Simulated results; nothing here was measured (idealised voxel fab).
process module | voxel released beams
cross-section cut | 245 nm wide | cells 5 nm
A cross-section is a grid of square cells, given in bands from the top down. A band is one or more rows of cells.
Each band's line starts with the height of the band's top and of its bottom, in nm. Then come its materials from left to right, each with its width in nm. One material with "throughout" fills the band from edge to edge. "air" is empty space.
Height 0 is the level under which the wafer as received is all one material. The lowest band goes on downwards, as in "0 down".
A width such as "30 to 40" changes by the same amount from each row of cells to the next, from the band's top row to its bottom row.
"no change" after a step means that no cell of the cross-section changed.
closed voids: empty space of 8 cells or more with no open way to the top, each as width x height at its distance from the left edge, in nm
after a step's settings: what the simulator itself notes on the step
overlay nm, on a step with a mask: how far to the right of its planned place the mask lay; to the left if negative
plan
1 op RECEIVE | material Si
2 op CONFORMAL_DEP | material Al2O3 | thk nm 5
3 op DIRECTIONAL_DEP | material SiO2 | thk nm 15
4 op MASKED_ETCH | tone open | mask id ANCHOR | width nm 25 | etch materials SiO2 | depth nm 15 | overlay nm 0
5 op CONFORMAL_DEP | material polySi | thk nm 10
6 op MASKED_ETCH | tone cover | mask id BEAM | width nm 70 | etch materials polySi | depth nm 10 | overlay nm 0
7 op STRIP | etch materials SiO2
as received, after step 1
  0 down: Si throughout
  closed voids: none
a wafer at the end: this start, this plan, one mistake
  15 to 5: air 85 | polySi 70 | air 90
  5 to 0: Al2O3 throughout
  0 down: Si throughout
  closed voids: none
what went wrong: step 3 was left out
